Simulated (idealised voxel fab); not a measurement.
A process module follows: voxel fin reveal.
For reference, the cross-section in this document is cut, with width 210 nm and square cells of 5 nm.
Reading order for cross-sections: top band down to bottom band. Underlying form: a grid of square cells. Band size: one or more rows of cells. Band: top height; bottom height; in nm. Then, left to right: material with width in nm, for each material. "everywhere": a single material spanning edge to edge. "air": empty space. Heights are reckoned from 0. Under this level, the received wafer is all of one material. The bottommost band is open-ended downward, for example "top 0, no bottom". Note: "30->40" means the width goes from the first number (top row of the band) to the second number (bottom row) in equal steps per row of cells. The cross-section has no changed cell in any step marked "changes: none". For the entry "Fully enclosed voids", the listed items are empty spaces with no open way to the top whose size is 8 cells or more; each item follows the pattern width x height at distance, where distance is from the left edge and all three are in nm. That trailing text on a step's line, after the settings, is the simulator's own remark on the step. The "overlay nm" setting may appear on a step's line; for a step that uses a mask, it gives how far to the right of its planned position the mask lay, and a negative value indicates the left.

**Below is the list of planned process steps**
step 1: RECEIVE | material Si
step 2: CONFORMAL_DEP | material SiN | thk nm 10
step 3: DIRECTIONAL_DEP | material aC | thk nm 15
step 4: PATTERN | tone cover | mask id FINS | material resist | width nm 15 | pitch nm 40 | thk nm 35 | overlay nm 0
step 5: DIRECTIONAL_ETCH | etch materials aC | depth nm 15
step 6: STRIP | etch materials resist
step 7: DIRECTIONAL_ETCH | etch materials SiN | depth nm 10
step 8: DIRECTIONAL_ETCH | etch materials Si | depth nm 35
step 9: STRIP | etch materials aC
step 10: FILL_DEP | material SiO2 | thk nm 5
step 11: CMP | height nm 10
step 12: SELECTIVE_ETCH | etch materials SiO2 | depth nm 30
step 13: STRIP | etch materials SiN
step 14: CONFORMAL_DEP | material SiO2 | thk nm 5

**What follows covers the first of two wafers; it ran as planned**

**Received-state cross-section, reflecting completion of step 1**
* top 0, no bottom | Si everywhere
* Fully enclosed voids: none

**So this is the wafer cross-section right after step 2**
* top 10, bottom 0 | SiN everywhere
* All layers under 0 are left as they were.

**So this is the wafer cross-section right after step 3**
* top 25, bottom 10 | aC everywhere
* All layers under 10 are left as they were.

**So this is the wafer cross-section right after step 4**
* top 60, bottom 25 | air 55 | resist 15 | air 25 | resist 15 | air 25 | resist 15 | air 60
* All layers under 25 are left as they were.

**So this is the wafer cross-section right after step 5**
* top 45, bottom 25 | air 55 | resist 15 | air 25 | resist 15 | air 25 | resist 15 | air 60
* top 25, bottom 10 | air 55 | aC 15 | air 25 | aC 15 | air 25 | aC 15 | air 60
* All layers under 10 are left as they were.

**So this is the wafer cross-section right after step 6**
* top 25, bottom 10 | air 55 | aC 15 | air 25 | aC 15 | air 25 | aC 15 | air 60
* All layers under 10 are left as they were.

**So this is the wafer cross-section right after step 7**
* top 25, bottom 10 | air 55 | aC 15 | air 25 | aC 15 | air 25 | aC 15 | air 60
* top 10, bottom 0 | air 55 | SiN 15 | air 25 | SiN 15 | air 25 | SiN 15 | air 60
* All layers under 0 are left as they were.

**So this is the wafer cross-section right after step 8**
* top 25, bottom 10 | air 55 | aC 15 | air 25 | aC 15 | air 25 | aC 15 | air 60
* top 10, bottom 0 | air 55 | SiN 15 | air 25 | SiN 15 | air 25 | SiN 15 | air 60
* top 0, bottom -35 | air 55 | Si 15 | air 25 | Si 15 | air 25 | Si 15 | air 60
* All layers under -35 are left as they were.

**So this is the wafer cross-section right after step 9**
* top 10, bottom 0 | air 55 | SiN 15 | air 25 | SiN 15 | air 25 | SiN 15 | air 60
* All layers under 0 are left as they were.

**So this is the wafer cross-section right after step 10**
* top 15, bottom 10 | SiO2 everywhere
* top 10, bottom 0 | SiO2 55 | SiN 15 | SiO2 25 | SiN 15 | SiO2 25 | SiN 15 | SiO2 60
* top 0, bottom -35 | SiO2 55 | Si 15 | SiO2 25 | Si 15 | SiO2 25 | Si 15 | SiO2 60
* All layers under -35 are left as they were.

**So this is the wafer cross-section right after step 11**
* top 10, bottom 0 | SiO2 55 | SiN 15 | SiO2 25 | SiN 15 | SiO2 25 | SiN 15 | SiO2 60
* All layers under 0 are left as they were.

**So this is the wafer cross-section right after step 12**
* top 10, bottom 0 | air 55 | SiN 15 | air 25 | SiN 15 | air 25 | SiN 15 | air 60
* top 0, bottom -20 | air 55 | Si 15 | air 25 | Si 15 | air 25 | Si 15 | air 60
* All layers under -20 are left as they were.

**So this is the wafer cross-section right after step 13**
* top 0, bottom -20 | air 55 | Si 15 | air 25 | Si 15 | air 25 | Si 15 | air 60
* All layers under -20 are left as they were.

**So this is the wafer cross-section right after step 14**
* top 5, bottom 0 | air 50 | SiO2 25 | air 15 | SiO2 25 | air 15 | SiO2 25 | air 55
* top 0, bottom -15 | air 50 | SiO2 5 | Si 15 | SiO2 5 | air 15 | SiO2 5 | Si 15 | SiO2 5 | air 15 | SiO2 5 | Si 15 | SiO2 5 | air 55
* top -15, bottom -35 | SiO2 55 | Si 15 | SiO2 25 | Si 15 | SiO2 25 | Si 15 | SiO2 60
* All layers under -35 are left as they were.

**Wafer two: like wafer one in start and plan, but with one mistake in execution; identical up to and including step 7**

**when step 8 should have ended**
* top 25, bottom 10 | air 55 | aC 15 | air 25 | aC 15 | air 25 | aC 15 | air 60
* top 10, bottom 0 | air 55 | SiN 15 | air 25 | SiN 15 | air 25 | SiN 15 | air 60
* top 0, bottom -45 | air 55 | Si 15 | air 25 | Si 15 | air 25 | Si 15 | air 60
* All layers under -45 are left as they were.

**when step 9 should have ended**
* top 10, bottom 0 | air 55 | SiN 15 | air 25 | SiN 15 | air 25 | SiN 15 | air 60
* All layers under 0 are left as they were.

**when step 10 should have ended**
* top 15, bottom 10 | SiO2 everywhere
* top 10, bottom 0 | SiO2 55 | SiN 15 | SiO2 25 | SiN 15 | SiO2 25 | SiN 15 | SiO2 60
* top 0, bottom -45 | SiO2 55 | Si 15 | SiO2 25 | Si 15 | SiO2 25 | Si 15 | SiO2 60
* All layers under -45 are left as they were.

**when step 11 should have ended**
* top 10, bottom 0 | SiO2 55 | SiN 15 | SiO2 25 | SiN 15 | SiO2 25 | SiN 15 | SiO2 60
* All layers under 0 are left as they were.

**when step 12 should have ended**
* top 10, bottom 0 | air 55 | SiN 15 | air 25 | SiN 15 | air 25 | SiN 15 | air 60
* top 0, bottom -20 | air 55 | Si 15 | air 25 | Si 15 | air 25 | Si 15 | air 60
* All layers under -20 are left as they were.

**when step 13 should have ended**
* top 0, bottom -20 | air 55 | Si 15 | air 25 | Si 15 | air 25 | Si 15 | air 60
* All layers under -20 are left as they were.

**when step 14 should have ended**
* top 5, bottom 0 | air 50 | SiO2 25 | air 15 | SiO2 25 | air 15 | SiO2 25 | air 55
* top 0, bottom -15 | air 50 | SiO2 5 | Si 15 | SiO2 5 | air 15 | SiO2 5 | Si 15 | SiO2 5 | air 15 | SiO2 5 | Si 15 | SiO2 5 | air 55
* top -15, bottom -45 | SiO2 55 | Si 15 | SiO2 25 | Si 15 | SiO2 25 | Si 15 | SiO2 60
* All layers under -45 are left as they were.
Short version of what went wrong: note that step 8 departed from the planned setting and was carried out as DIRECTIONAL_ETCH | etch materials Si | depth nm 45
Final cells, second wafer relative to first, materials higher or lower: Si: 66 fewer | SiO2: 66 more
